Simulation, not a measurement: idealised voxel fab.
Documented hereafter: the process module known as voxel ribs on slabs.
Cross-section cut spans 255 nm and uses square cells 5 nm in size.
This document writes a cross-section as a grid whose cells are square, and gives it as bands, listed from the top down; one or more rows of cells form a band. Within each band entry, the heights of the top and of the bottom of the band appear first, in that order and in nm; the materials of the band then follow from left to right, each with its corresponding width in nm. The designation "edge to edge" on a single material indicates that it fills the band from edge to edge; the designation "air" indicates empty space. Heads up on the height convention: 0 is the point under which the incoming wafer is all one material, and the lowest band has no bottom, it just keeps going down, like "top 0, no bottom". A width such as "30->40" changes by the same amount from each row of cells to the next, from the band's top row to its bottom row. What does "remained the same" mean for a step? It means no cell of the cross-section changed in that step. Each empty space that has no open way to the top and spans at least 8 cells appears under "Sealed void inventory" as width x height at distance, the distance counted from the left edge, all in nm. Note: text after step settings on the step line = simulator remark on that step. "overlay nm" on a masked step: distance the mask lay right of its planned place, negative for left.

**The steps planned for the process are as follows**
step 1: RECEIVE [material Si]
step 2: DIRECTIONAL_DEP [material SiO2] [thk nm 30]
step 3: DIRECTIONAL_DEP [material polySi] [thk nm 15]
step 4: MASKED_ETCH [tone cover] [mask id RIB] [width nm 20] [etch materials polySi] [depth nm 10] [overlay nm 0]
step 5: DIRECTIONAL_DEP [material aC] [thk nm 10]
step 6: PATTERN [tone cover] [mask id SLAB] [material resist] [width nm 80] [thk nm 25] [overlay nm 0]
step 7: DIRECTIONAL_ETCH [etch materials aC] [depth nm 10]
step 8: STRIP [etch materials resist]
step 9: DIRECTIONAL_ETCH [etch materials polySi] [depth nm 5]
step 10: STRIP [etch materials aC]
step 11: FILL_DEP [material SiO2] [thk nm 20]
step 12: CMP [height nm 60]
step 13: DIRECTIONAL_DEP [material W] [thk nm 10]
step 14: DIRECTIONAL_DEP [material aC] [thk nm 15]
step 15: PATTERN [tone cover] [mask id HEATER] [material resist] [width nm 30] [thk nm 30] [overlay nm 0]
step 16: DIRECTIONAL_ETCH [etch materials aC] [depth nm 15]
step 17: STRIP [etch materials resist]
step 18: DIRECTIONAL_ETCH [etch materials W] [depth nm 10]
step 19: STRIP [etch materials aC]
step 20: CONFORMAL_DEP [material SiO2] [thk nm 10]

**Cross-section of the wafer as it came to us, i.e., already through step 1**
  top 0, no bottom | Si edge to edge
  Sealed void inventory: none

**As-planned run: cross-section of the first of two wafers at end of module**
  top 80, bottom 70 | air=100  SiO2=50  air=105
  top 70, bottom 60 | SiO2=110  W=30  SiO2=115
  top 60, bottom 45 | SiO2 edge to edge
  top 45, bottom 35 | SiO2=115  polySi=20  SiO2=120
  top 35, bottom 30 | SiO2=85  polySi=80  SiO2=90
  top 30, bottom 0 | SiO2 edge to edge
  top 0, no bottom | Si edge to edge
  Sealed void inventory: none

**second wafer at the end: like start, like plan, one mistake**
  top 80, bottom 70 | air=100  SiO2=50  air=105
  top 70, bottom 60 | SiO2=110  W=30  SiO2=115
  top 60, bottom 15 | SiO2 edge to edge
  top 15, bottom 0 | polySi edge to edge
  top 0, no bottom | Si edge to edge
  Sealed void inventory: none
Heads up, the wafer didn't run the way we planned it: steps 2 and 3 traded places in the executed sequence
Final wafer comparison in cells, second versus first, more or fewer per material: SiO2 -129 | polySi +129
